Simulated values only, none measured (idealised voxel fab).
Proc. module: voxel tone inversion
Cross-sectional view cut (width: 250 nm; square cell size: 5 nm).
A cross-section is a grid of square cells, given in bands from the top down. A band is one or more rows of cells.
Basically the band line says how high the top is and how high the bottom is, in nm, and then what's in it from left to right, every material with its width in nm. Empty space shows up as "empty", and if a single material carries "edge to edge" it runs the full band edge to edge.
Where do heights start? At 0: under that level the wafer as delivered is made of one material only. And the lowest band has no floor; it just carries on downward, as in "from 0 down".
It should be noted that a width expressed as "30..40" varies in equal increments from row to row of cells within the band, taking the value of the first number at the top row and that of the second number at the bottom row.
"nothing was modified" means the step left every cell of the cross-section as it was.
Reported under the label "Sealed internal cavities" are the empty spaces having no open way to the top and comprising 8 cells or more; the notation for each is width x height at distance, in which the distance is measured from the left edge and all three values are in nm.
On a step's line, text after the settings is the simulator commenting on that step.
"overlay nm" on a masked step: distance the mask lay right of its planned place, negative for left.

# So here's the lineup of process steps we planned
step 1: RECEIVE [material Si]
step 2: CONFORMAL_DEP [material SiCN] [thk nm 5]
step 3: DIRECTIONAL_DEP [material aC] [thk nm 20]
step 4: PATTERN [tone cover] [mask id POSTS] [material resist] [width nm 15] [pitch nm 35] [thk nm 30] [overlay nm -15]
step 5: DIRECTIONAL_ETCH [etch materials aC] [depth nm 20]
step 6: STRIP [etch materials resist]
step 7: FILL_DEP [material lowk] [thk nm 10]
step 8: CMP [height nm 25]
step 9: STRIP [etch materials aC]
step 10: CONFORMAL_DEP [material TiN] [thk nm 5]
step 11: FILL_DEP [material W] [thk nm 5]
step 12: CMP [height nm 25]
step 13: CONFORMAL_DEP [material SiN] [thk nm 5]
The wafers in this document start out alike and differ in the overlay nm applied at step 4; the plan shows the value used for the first wafer.

# Received condition of the first of several wafers, sectioned: post-step 1
  from 0 down = Si edge to edge
  Sealed internal cavities: none

# first wafer at the end, after step 13
  from 30 to 25 = SiN edge to edge
  from 25 to 10 = lowk=50, TiN=5, W=5, TiN=5, lowk=20, TiN=5, W=5, TiN=5, lowk=20, TiN=5, W=5, TiN=5, lowk=20, TiN=5, W=5, TiN=5, lowk=80
  from 10 to 5 = lowk=50, TiN=15, lowk=20, TiN=15, lowk=20, TiN=15, lowk=20, TiN=15, lowk=80
  from 5 to 0 = SiCN edge to edge
  from 0 down = Si edge to edge
  Sealed internal cavities: none

# Last wafer of the set, cross-sectioned at end of module
  from 30 to 25 = SiN edge to edge
  from 25 to 10 = lowk=80, TiN=5, W=5, TiN=5, lowk=20, TiN=5, W=5, TiN=5, lowk=20, TiN=5, W=5, TiN=5, lowk=20, TiN=5, W=5, TiN=5, lowk=50
  from 10 to 5 = lowk=80, TiN=15, lowk=20, TiN=15, lowk=20, TiN=15, lowk=20, TiN=15, lowk=50
  from 5 to 0 = SiCN edge to edge
  from 0 down = Si edge to edge
  Sealed internal cavities: none

# Rows = wafers. At module end, each row lists per material the cells gained (+) or lost (-) since the wafer was received, then the closed voids
overlay nm -15; +50 SiCN; +50 SiN; +36 TiN; +12 W; +152 lowk; Sealed internal cavities: none
overlay nm -10; +50 SiCN; +50 SiN; +36 TiN; +12 W; +152 lowk; Sealed internal cavities: none
overlay nm -5; +50 SiCN; +50 SiN; +36 TiN; +12 W; +152 lowk; Sealed internal cavities: none
overlay nm 0; +50 SiCN; +50 SiN; +36 TiN; +12 W; +152 lowk; Sealed internal cavities: none
overlay nm 5; +50 SiCN; +50 SiN; +36 TiN; +12 W; +152 lowk; Sealed internal cavities: none
overlay nm 10; +50 SiCN; +50 SiN; +36 TiN; +12 W; +152 lowk; Sealed internal cavities: none
overlay nm 15; +50 SiCN; +50 SiN; +36 TiN; +12 W; +152 lowk; Sealed internal cavities: none
